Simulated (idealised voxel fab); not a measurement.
The process module that follows is named voxel transistor to metal.
Each square cell in cross-section cut measures 5 nm, and the section as a whole is 290 nm wide.
A cross-section is written here as square cells arranged in a grid, and it is given in bands from the top down, each band taking up one or more rows of cells.
In this notation a band is specified by the heights of its top and bottom, in that order and in nm, after which its materials appear from left to right, each paired with its width in nm. The word "full width" attached to a single material means that material fills the band from edge to edge; the word "blank" stands for empty space.
Height datum 0, below which the as-received substrate wafer is one material. Lowest band open at the bottom, running downward: "from 0 down".
A width given as "30->40" starts at the first number in the band's top row and ends at the second number in its bottom row, shifting by an equal amount at every step from row to row.
Where the words "stayed the same" appear for a step, the cross-section shows no cell changed by that step; every cell remained as before.
"Cavities, closed" specifies each empty space that is not open to the top and that occupies no fewer than 8 cells, using the form width x height at distance, the distance measured from the left edge and all three quantities in nm.
Step line, after settings: the simulator's comment on this step.
If you see "overlay nm" on a step's line and that step has a mask, it's telling you how far right of where it was planned the mask ended up; a negative number means it went left instead.
## Planned step list for the process
1,RECEIVE: material Si
2,OXIDIZE: depth nm 5
3,CONFORMAL_DEP: material SiN, thk nm 10
4,PATTERN: tone cover, mask id ACTIVE, material resist, width nm 100, pitch nm 125, thk nm 20, overlay nm 0
5,DIRECTIONAL_ETCH: etch materials SiN, depth nm 10
6,DIRECTIONAL_ETCH: etch materials SiO2, depth nm 5
7,DIRECTIONAL_ETCH: etch materials Si, depth nm 20
8,STRIP: etch materials resist
9,FILL_DEP: material SiO2, thk nm 15
10,CMP: height nm 10
11,SELECTIVE_ETCH: etch materials SiO2, depth nm 10
12,STRIP: etch materials SiN
13,SELECTIVE_ETCH: etch materials SiO2, depth nm 5
14,OXIDIZE: depth nm 5
15,DIRECTIONAL_DEP: material polySi, thk nm 25
16,DIRECTIONAL_DEP: material SiCN, thk nm 10
17,DIRECTIONAL_DEP: material aC, thk nm 15
18,PATTERN: tone cover, mask id GATE, material resist, width nm 15, pitch nm 125, thk nm 35, overlay nm 0
19,DIRECTIONAL_ETCH: etch materials aC, depth nm 15
20,STRIP: etch materials resist
21,DIRECTIONAL_ETCH: etch materials SiCN, depth nm 20
22,DIRECTIONAL_ETCH: etch materials polySi, depth nm 35
23,STRIP: etch materials aC
24,CONFORMAL_DEP: material SiN, thk nm 10
25,DIRECTIONAL_ETCH: etch materials SiN, depth nm 10
26,DIRECTIONAL_ETCH: etch materials SiO2, depth nm 5
27,EPI: material SiGe, thk nm 5
28,FILL_DEP: material SiO2, thk nm 5
29,CMP: height nm 30
30,DIRECTIONAL_DEP: material SiO2, thk nm 15
31,PATTERN: tone open, mask id CONTACT, material resist, width nm 25, thk nm 15, overlay nm 0
32,DIRECTIONAL_ETCH: etch materials SiO2, depth nm 50
33,STRIP: etch materials resist
34,CONFORMAL_DEP: material TiN, thk nm 5
35,FILL_DEP: material W, thk nm 10
36,CMP: height nm 45
37,DIRECTIONAL_DEP: material TiN, thk nm 5
38,DIRECTIONAL_DEP: material W, thk nm 20
39,DIRECTIONAL_DEP: material aC, thk nm 15
40,PATTERN: tone cover, mask id METAL_1, material resist, width nm 15, thk nm 30, overlay nm 0
41,DIRECTIONAL_ETCH: etch materials aC, depth nm 15
42,STRIP: etch materials resist
43,DIRECTIONAL_ETCH: etch materials W, depth nm 20
44,DIRECTIONAL_ETCH: etch materials TiN, depth nm 5
45,STRIP: etch materials aC
46,CONFORMAL_DEP: material SiN, thk nm 5
47,FILL_DEP: material SiO2, thk nm 5
48,CMP: height nm 70
49,CONFORMAL_DEP: material SiN, thk nm 5
It is noted that the wafers described herein are identical at the outset and are distinguished by the width nm of step 18; the value stated in the plan corresponds to the first wafer.
## Received wafers, first of several: cross-section after step 1
	from 0 down: Si full width
	Cavities, closed: none
## Below is a per-wafer table. In it, each row describes the wafer at the end of the module by giving, for each material, the number of cells gained (+) or lost (-) since the wafer was received, and after that the closed voids of the wafer
width nm 15; -170 Si; +12 SiCN; +30 SiGe; +192 SiN; +530 SiO2; +104 TiN; +142 W; +30 polySi; Cavities, closed: none
width nm 20; -170 Si; +16 SiCN; +28 SiGe; +192 SiN; +532 SiO2; +104 TiN; +128 W; +40 polySi; Cavities, closed: none
width nm 25; -170 Si; +20 SiCN; +26 SiGe; +192 SiN; +534 SiO2; +104 TiN; +114 W; +50 polySi; Cavities, closed: none
width nm 30; -170 Si; +24 SiCN; +24 SiGe; +192 SiN; +536 SiO2; +104 TiN; +100 W; +60 polySi; Cavities, closed: none
width nm 35; -170 Si; +28 SiCN; +22 SiGe; +192 SiN; +538 SiO2; +104 TiN; +86 W; +70 polySi; Cavities, closed: none
